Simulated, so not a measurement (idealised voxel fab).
The process module that follows is named voxel air gaps.
Cross-sectional view cut (width: 260 nm; square cell size: 5 nm).
We lay out every cross-section as a grid of square cells and spell it out in bands from the top down, where one band means one or more rows of cells.
It is stipulated that each band's entry specify, in nanometres, the height of the top of the band and then that of its bottom, followed by the materials of the band in left-to-right sequence, each together with its width in nanometres. A single material marked by the word "full width" is understood to fill the band from edge to edge; the word "blank" is understood to denote empty space.
Heights from 0 (as-received wafer is one material below). Bottom band endless downward, as "top 0, no bottom".
It should be noted that a width expressed as "30 to 40" varies in equal increments from row to row of cells within the band, taking the value of the first number at the top row and that of the second number at the bottom row.
Where a step carries "no change", the cross-section came out of it unchanged, cell for cell.
For the entry "Completely enclosed voids", the listed items are empty spaces with no open way to the top whose size is 8 cells or more; each item follows the pattern width x height at distance, where distance is from the left edge and all three are in nm.
Step line, after settings: the simulator's comment on this step.
Regarding "overlay nm": on a step with a mask, it is the distance the mask lay to the right of its planned place; a negative value places it to the left.
Here's what the planned process steps look like:
step 1: RECEIVE: material Si
step 2: CONFORMAL_DEP: material SiO2, thk nm 10
step 3: CONFORMAL_DEP: material SiCN, thk nm 5
step 4: DIRECTIONAL_DEP: material SiO2, thk nm 35
step 5: DIRECTIONAL_DEP: material aC, thk nm 15
step 6: PATTERN: tone open, mask id LINES, material resist, width nm 25, pitch nm 50, thk nm 35, overlay nm 0
step 7: DIRECTIONAL_ETCH: etch materials aC, depth nm 15
step 8: STRIP: etch materials resist
step 9: DIRECTIONAL_ETCH: etch materials SiO2, depth nm 35
step 10: STRIP: etch materials aC
step 11: CONFORMAL_DEP: material TiN, thk nm 5
step 12: FILL_DEP: material W, thk nm 10
step 13: CMP: height nm 50
step 14: EPI: material Ru, thk nm 10
step 15: SELECTIVE_ETCH: etch materials SiO2, depth nm 45
step 16: CONFORMAL_DEP: material SiCN, thk nm 5
Cross-section: wafer on arrival = after step 1:
  top 0, no bottom: Si full width
  Completely enclosed voids: none
Module complete, cross-section. Starting point and plan per above. One mistake made in running the module:
  top 65, bottom 60: blank: 25  SiCN: 205  blank: 30
  top 60, bottom 50: blank: 25  SiCN: 5  Ru: 45  SiCN: 5  Ru: 45  SiCN: 5  Ru: 45  SiCN: 5  Ru: 45  SiCN: 5  blank: 30
  top 50, bottom 45: blank: 25  SiCN: 15  TiN: 5  W: 15  TiN: 5  SiCN: 25  TiN: 5  W: 15  TiN: 5  SiCN: 25  TiN: 5  W: 15  TiN: 5  SiCN: 25  TiN: 5  W: 15  TiN: 5  SiCN: 15  blank: 30
  top 45, bottom 30: blank: 35  SiCN: 5  TiN: 5  W: 15  TiN: 5  SiCN: 5  blank: 15  SiCN: 5  TiN: 5  W: 15  TiN: 5  SiCN: 5  blank: 15  SiCN: 5  TiN: 5  W: 15  TiN: 5  SiCN: 5  blank: 15  SiCN: 5  TiN: 5  W: 15  TiN: 5  SiCN: 5  blank: 40
  top 30, bottom 25: SiCN: 40  TiN: 25  SiCN: 25  TiN: 25  SiCN: 25  TiN: 25  SiCN: 25  TiN: 25  SiCN: 45
  top 25, bottom 10: SiCN full width
  top 10, bottom 0: SiO2 full width
  top 0, no bottom: Si full width
  Completely enclosed voids: 15 x 15 at 70; 15 x 15 at 120; 15 x 15 at 170
Here's what went sideways: step 3 ran with different settings than intended, the actual operation and settings being CONFORMAL_DEP: material SiCN, thk nm 15
